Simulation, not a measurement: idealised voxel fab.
Process module under the name voxel wiring stack
This is section cut - it's 235 nm across, gridded in 5 nm square cells.
Heads up, the way a cross-section reads in here is a grid of square cells, handed over as bands from the top down, with every band being one or more rows of cells.
The entry gives the band's vertical extent as a top height and a bottom height in nm, then its horizontal make-up as materials from left to right, each with a width in nm. "blank" stands for empty space; a single material marked "everywhere" fills the band edge to edge.
Zero point of the height axis is 0; under it, received wafer = one material. Lowest band: continues down indefinitely, "z 0 and below".
So if you see something like "30 to 40" for the width, read it as the top row of the band sitting at the first number and the bottom row at the second, with every row in between moving by the same amount as the last.
What does "remained the same" mean for a step? It means no cell of the cross-section changed in that step.
"Closed internal cavities" specifies each empty space that is not open to the top and that occupies no fewer than 8 cells, using the form width x height at distance, the distance measured from the left edge and all three quantities in nm.
On a step's line, text after the settings is the simulator commenting on that step.
overlay nm: right-of-plan distance of the mask on a masked step; negative values mean left-of-plan.
**The steps planned for the process are as follows**
1. RECEIVE | material Si
2. CONFORMAL_DEP | material SiO2 | thk nm 15
3. DIRECTIONAL_DEP | material TiN | thk nm 5
4. DIRECTIONAL_DEP | material Ru | thk nm 25
5. MASKED_ETCH | tone cover | mask id METAL_1 | width nm 20 | pitch nm 45 | etch materials Ru | depth nm 25 | overlay nm 0
6. MASKED_ETCH | tone cover | mask id METAL_1 | width nm 20 | pitch nm 45 | etch materials TiN | depth nm 5 | overlay nm 0
7. FILL_DEP | material SiO2 | thk nm 10
8. CMP | height nm 45
9. CONFORMAL_DEP | material SiCN | thk nm 5
10. DIRECTIONAL_DEP | material lowk | thk nm 10
11. DIRECTIONAL_DEP | material aC | thk nm 15
12. PATTERN | tone open | mask id PLUG_1 | material resist | width nm 15 | pitch nm 90 | thk nm 35 | overlay nm 0
13. DIRECTIONAL_ETCH | etch materials aC | depth nm 15
14. STRIP | etch materials resist
15. DIRECTIONAL_ETCH | etch materials lowk | depth nm 10
16. DIRECTIONAL_ETCH | etch materials SiCN | depth nm 5
17. STRIP | etch materials aC
18. CONFORMAL_DEP | material TiN | thk nm 5
19. FILL_DEP | material Cu | thk nm 10
20. CMP | height nm 60
21. DIRECTIONAL_DEP | material TiN | thk nm 5
22. DIRECTIONAL_DEP | material W | thk nm 15
23. MASKED_ETCH | tone cover | mask id METAL_2 | width nm 20 | pitch nm 45 | etch materials W | depth nm 15 | overlay nm 0
24. MASKED_ETCH | tone cover | mask id METAL_2 | width nm 20 | pitch nm 45 | etch materials TiN | depth nm 5 | overlay nm 0
25. CONFORMAL_DEP | material SiCN | thk nm 5
26. FILL_DEP | material lowk | thk nm 10
27. CMP | height nm 80
28. CONFORMAL_DEP | material SiN | thk nm 5
**Below: the first of two wafers, run as planned**
**Cross-sectional view of the wafer in its as-received condition, corresponding to the state after step 1**
- z 0 and below | Si everywhere
- Closed internal cavities: none
**Step 2 done - wafer cross-section**
- z 15 to 0 | SiO2 everywhere
- All layers under 0 are left as they were.
**Step 3 done - wafer cross-section**
- z 20 to 15 | TiN everywhere
- All layers under 15 are left as they were.
**Step 4 done - wafer cross-section**
- z 45 to 20 | Ru everywhere
- All layers under 20 are left as they were.
**Step 5 done - wafer cross-section**
- z 45 to 20 | 40 of blank, 20 of Ru, 25 of blank, 20 of Ru, 25 of blank, 20 of Ru, 25 of blank, 20 of Ru, 40 of blank
- All layers under 20 are left as they were.
**Step 6 done - wafer cross-section**
- z 45 to 20 | 40 of blank, 20 of Ru, 25 of blank, 20 of Ru, 25 of blank, 20 of Ru, 25 of blank, 20 of Ru, 40 of blank
- z 20 to 15 | 40 of blank, 20 of TiN, 25 of blank, 20 of TiN, 25 of blank, 20 of TiN, 25 of blank, 20 of TiN, 40 of blank
- All layers under 15 are left as they were.
**Step 7 done - wafer cross-section**
- z 55 to 45 | SiO2 everywhere
- z 45 to 20 | 40 of SiO2, 20 of Ru, 25 of SiO2, 20 of Ru, 25 of SiO2, 20 of Ru, 25 of SiO2, 20 of Ru, 40 of SiO2
- z 20 to 15 | 40 of SiO2, 20 of TiN, 25 of SiO2, 20 of TiN, 25 of SiO2, 20 of TiN, 25 of SiO2, 20 of TiN, 40 of SiO2
- All layers under 15 are left as they were.
**Step 8 done - wafer cross-section**
- z 45 to 20 | 40 of SiO2, 20 of Ru, 25 of SiO2, 20 of Ru, 25 of SiO2, 20 of Ru, 25 of SiO2, 20 of Ru, 40 of SiO2
- All layers under 20 are left as they were.
**Step 9 done - wafer cross-section**
- z 50 to 45 | SiCN everywhere
- All layers under 45 are left as they were.
**Step 10 done - wafer cross-section**
- z 60 to 50 | lowk everywhere
- All layers under 50 are left as they were.
**Step 11 done - wafer cross-section**
- z 75 to 60 | aC everywhere
- All layers under 60 are left as they were.
**Step 12 done - wafer cross-section**
- z 110 to 75 | 40 of resist, 15 of blank, 75 of resist, 15 of blank, 90 of resist
- All layers under 75 are left as they were.
**Step 13 done - wafer cross-section**
- z 95 to 75 | 40 of resist, 15 of blank, 75 of resist, 15 of blank, 90 of resist
- z 75 to 60 | 40 of aC, 15 of blank, 75 of aC, 15 of blank, 90 of aC
- All layers under 60 are left as they were.
**Step 14 done - wafer cross-section**
- z 75 to 60 | 40 of aC, 15 of blank, 75 of aC, 15 of blank, 90 of aC
- All layers under 60 are left as they were.
**Step 15 done - wafer cross-section**
- z 75 to 60 | 40 of aC, 15 of blank, 75 of aC, 15 of blank, 90 of aC
- z 60 to 50 | 40 of lowk, 15 of blank, 75 of lowk, 15 of blank, 90 of lowk
- All layers under 50 are left as they were.
**Step 16 done - wafer cross-section**
- z 75 to 60 | 40 of aC, 15 of blank, 75 of aC, 15 of blank, 90 of aC
- z 60 to 50 | 40 of lowk, 15 of blank, 75 of lowk, 15 of blank, 90 of lowk
- z 50 to 45 | 40 of SiCN, 15 of blank, 75 of SiCN, 15 of blank, 90 of SiCN
- All layers under 45 are left as they were.
**Step 17 done - wafer cross-section**
- z 60 to 50 | 40 of lowk, 15 of blank, 75 of lowk, 15 of blank, 90 of lowk
- All layers under 50 are left as they were.
**Step 18 done - wafer cross-section**
- z 65 to 60 | 45 of TiN, 5 of blank, 85 of TiN, 5 of blank, 95 of TiN
- z 60 to 50 | 40 of lowk, 5 of TiN, 5 of blank, 5 of TiN, 75 of lowk, 5 of TiN, 5 of blank, 5 of TiN, 90 of lowk
- z 50 to 45 | 40 of SiCN, 15 of TiN, 75 of SiCN, 15 of TiN, 90 of SiCN
- All layers under 45 are left as they were.
**Step 19 done - wafer cross-section**
- z 75 to 65 | Cu everywhere
- z 65 to 60 | 45 of TiN, 5 of Cu, 85 of TiN, 5 of Cu, 95 of TiN
- z 60 to 50 | 40 of lowk, 5 of TiN, 5 of Cu, 5 of TiN, 75 of lowk, 5 of TiN, 5 of Cu, 5 of TiN, 90 of lowk
- All layers under 50 are left as they were.
**Step 20 done - wafer cross-section**
- z 60 to 50 | 40 of lowk, 5 of TiN, 5 of Cu, 5 of TiN, 75 of lowk, 5 of TiN, 5 of Cu, 5 of TiN, 90 of lowk
- All layers under 50 are left as they were.
**Step 21 done - wafer cross-section**
- z 65 to 60 | TiN everywhere
- All layers under 60 are left as they were.
**Step 22 done - wafer cross-section**
- z 80 to 65 | W everywhere
- All layers under 65 are left as they were.
**Step 23 done - wafer cross-section**
- z 80 to 65 | 40 of blank, 20 of W, 25 of blank, 20 of W, 25 of blank, 20 of W, 25 of blank, 20 of W, 40 of blank
- All layers under 65 are left as they were.
**Step 24 done - wafer cross-section**
- z 80 to 65 | 40 of blank, 20 of W, 25 of blank, 20 of W, 25 of blank, 20 of W, 25 of blank, 20 of W, 40 of blank
- z 65 to 60 | 40 of blank, 20 of TiN, 25 of blank, 20 of TiN, 25 of blank, 20 of TiN, 25 of blank, 20 of TiN, 40 of blank
- All layers under 60 are left as they were.
**Step 25 done - wafer cross-section**
- z 85 to 80 | 35 of blank, 30 of SiCN, 15 of blank, 30 of SiCN, 15 of blank, 30 of SiCN, 15 of blank, 30 of SiCN, 35 of blank
- z 80 to 65 | 35 of blank, 5 of SiCN, 20 of W, 5 of SiCN, 15 of blank, 5 of SiCN, 20 of W, 5 of SiCN, 15 of blank, 5 of SiCN, 20 of W, 5 of SiCN, 15 of blank, 5 of SiCN, 20 of W, 5 of SiCN, 35 of blank
- z 65 to 60 | 40 of SiCN, 20 of TiN, 25 of SiCN, 20 of TiN, 25 of SiCN, 20 of TiN, 25 of SiCN, 20 of TiN, 40 of SiCN
- All layers under 60 are left as they were.
**Step 26 done - wafer cross-section**
- z 95 to 85 | lowk everywhere
- z 85 to 80 | 35 of lowk, 30 of SiCN, 15 of lowk, 30 of SiCN, 15 of lowk, 30 of SiCN, 15 of lowk, 30 of SiCN, 35 of lowk
- z 80 to 65 | 35 of lowk, 5 of SiCN, 20 of W, 5 of SiCN, 15 of lowk, 5 of SiCN, 20 of W, 5 of SiCN, 15 of lowk, 5 of SiCN, 20 of W, 5 of SiCN, 15 of lowk, 5 of SiCN, 20 of W, 5 of SiCN, 35 of lowk
- All layers under 65 are left as they were.
**Step 27 done - wafer cross-section**
- z 80 to 65 | 35 of lowk, 5 of SiCN, 20 of W, 5 of SiCN, 15 of lowk, 5 of SiCN, 20 of W, 5 of SiCN, 15 of lowk, 5 of SiCN, 20 of W, 5 of SiCN, 15 of lowk, 5 of SiCN, 20 of W, 5 of SiCN, 35 of lowk
- All layers under 65 are left as they were.
**Step 28 done - wafer cross-section**
- z 85 to 80 | SiN everywhere
- All layers under 80 are left as they were.
**Second wafer. Start and plan as for the first. One mistake made in running. Agrees with the first up to and including step 8**
**Look at the second wafer in cross-section at the time step 9 ought to have finished**
- z 55 to 45 | lowk everywhere
- All layers under 45 are left as they were.
**Look at the second wafer in cross-section at the time step 10 ought to have finished**
- z 60 to 55 | SiCN everywhere
- All layers under 55 are left as they were.
**Look at the second wafer in cross-section at the time step 11 ought to have finished**
- z 75 to 60 | aC everywhere
- All layers under 60 are left as they were.
**Look at the second wafer in cross-section at the time step 12 ought to have finished**
- z 110 to 75 | 40 of resist, 15 of blank, 75 of resist, 15 of blank, 90 of resist
- All layers under 75 are left as they were.
**Look at the second wafer in cross-section at the time step 13 ought to have finished**
- z 95 to 75 | 40 of resist, 15 of blank, 75 of resist, 15 of blank, 90 of resist
- z 75 to 60 | 40 of aC, 15 of blank, 75 of aC, 15 of blank, 90 of aC
- All layers under 60 are left as they were.
**Look at the second wafer in cross-section at the time step 14 ought to have finished**
- z 75 to 60 | 40 of aC, 15 of blank, 75 of aC, 15 of blank, 90 of aC
- All layers under 60 are left as they were.
Look at the second wafer in cross-section at the time step 15 ought to have finished: remained the same
**Look at the second wafer in cross-section at the time step 16 ought to have finished**
- z 75 to 60 | 40 of aC, 15 of blank, 75 of aC, 15 of blank, 90 of aC
- z 60 to 55 | 40 of SiCN, 15 of blank, 75 of SiCN, 15 of blank, 90 of SiCN
- All layers under 55 are left as they were.
**Look at the second wafer in cross-section at the time step 17 ought to have finished**
- z 60 to 55 | 40 of SiCN, 15 of blank, 75 of SiCN, 15 of blank, 90 of SiCN
- All layers under 55 are left as they were.
**Look at the second wafer in cross-section at the time step 18 ought to have finished**
- z 65 to 60 | 45 of TiN, 5 of blank, 85 of TiN, 5 of blank, 95 of TiN
- z 60 to 55 | 40 of SiCN, 15 of TiN, 75 of SiCN, 15 of TiN, 90 of SiCN
- All layers under 55 are left as they were.
**Look at the second wafer in cross-section at the time step 19 ought to have finished**
- z 75 to 65 | Cu everywhere
- z 65 to 60 | 45 of TiN, 5 of Cu, 85 of TiN, 5 of Cu, 95 of TiN
- All layers under 60 are left as they were.
**Look at the second wafer in cross-section at the time step 20 ought to have finished**
- z 60 to 55 | 40 of SiCN, 15 of TiN, 75 of SiCN, 15 of TiN, 90 of SiCN
- All layers under 55 are left as they were.
**Look at the second wafer in cross-section at the time step 21 ought to have finished**
- z 65 to 60 | TiN everywhere
- All layers under 60 are left as they were.
**Look at the second wafer in cross-section at the time step 22 ought to have finished**
- z 80 to 65 | W everywhere
- All layers under 65 are left as they were.
**Look at the second wafer in cross-section at the time step 23 ought to have finished**
- z 80 to 65 | 40 of blank, 20 of W, 25 of blank, 20 of W, 25 of blank, 20 of W, 25 of blank, 20 of W, 40 of blank
- All layers under 65 are left as they were.
**Look at the second wafer in cross-section at the time step 24 ought to have finished**
- z 80 to 65 | 40 of blank, 20 of W, 25 of blank, 20 of W, 25 of blank, 20 of W, 25 of blank, 20 of W, 40 of blank
- z 65 to 60 | 40 of blank, 20 of TiN, 25 of blank, 20 of TiN, 25 of blank, 20 of TiN, 25 of blank, 20 of TiN, 40 of blank
- All layers under 60 are left as they were.
**Look at the second wafer in cross-section at the time step 25 ought to have finished**
- z 85 to 80 | 35 of blank, 30 of SiCN, 15 of blank, 30 of SiCN, 15 of blank, 30 of SiCN, 15 of blank, 30 of SiCN, 35 of blank
- z 80 to 65 | 35 of blank, 5 of SiCN, 20 of W, 5 of SiCN, 15 of blank, 5 of SiCN, 20 of W, 5 of SiCN, 15 of blank, 5 of SiCN, 20 of W, 5 of SiCN, 15 of blank, 5 of SiCN, 20 of W, 5 of SiCN, 35 of blank
- z 65 to 60 | 40 of SiCN, 20 of TiN, 25 of SiCN, 20 of TiN, 25 of SiCN, 20 of TiN, 25 of SiCN, 20 of TiN, 40 of SiCN
- All layers under 60 are left as they were.
**Look at the second wafer in cross-section at the time step 26 ought to have finished**
- z 95 to 85 | lowk everywhere
- z 85 to 80 | 35 of lowk, 30 of SiCN, 15 of lowk, 30 of SiCN, 15 of lowk, 30 of SiCN, 15 of lowk, 30 of SiCN, 35 of lowk
- z 80 to 65 | 35 of lowk, 5 of SiCN, 20 of W, 5 of SiCN, 15 of lowk, 5 of SiCN, 20 of W, 5 of SiCN, 15 of lowk, 5 of SiCN, 20 of W, 5 of SiCN, 15 of lowk, 5 of SiCN, 20 of W, 5 of SiCN, 35 of lowk
- All layers under 65 are left as they were.
**Look at the second wafer in cross-section at the time step 27 ought to have finished**
- z 80 to 65 | 35 of lowk, 5 of SiCN, 20 of W, 5 of SiCN, 15 of lowk, 5 of SiCN, 20 of W, 5 of SiCN, 15 of lowk, 5 of SiCN, 20 of W, 5 of SiCN, 15 of lowk, 5 of SiCN, 20 of W, 5 of SiCN, 35 of lowk
- All layers under 65 are left as they were.
**Look at the second wafer in cross-section at the time step 28 ought to have finished**
- z 85 to 80 | SiN everywhere
- All layers under 80 are left as they were.
what went wrong: deviation from plan: step 10 and step 9 executed in one another's positions
Final difference in cells, second wafer against first, listed per material as more or fewer: -4 Cu, -8 TiN, +12 lowk
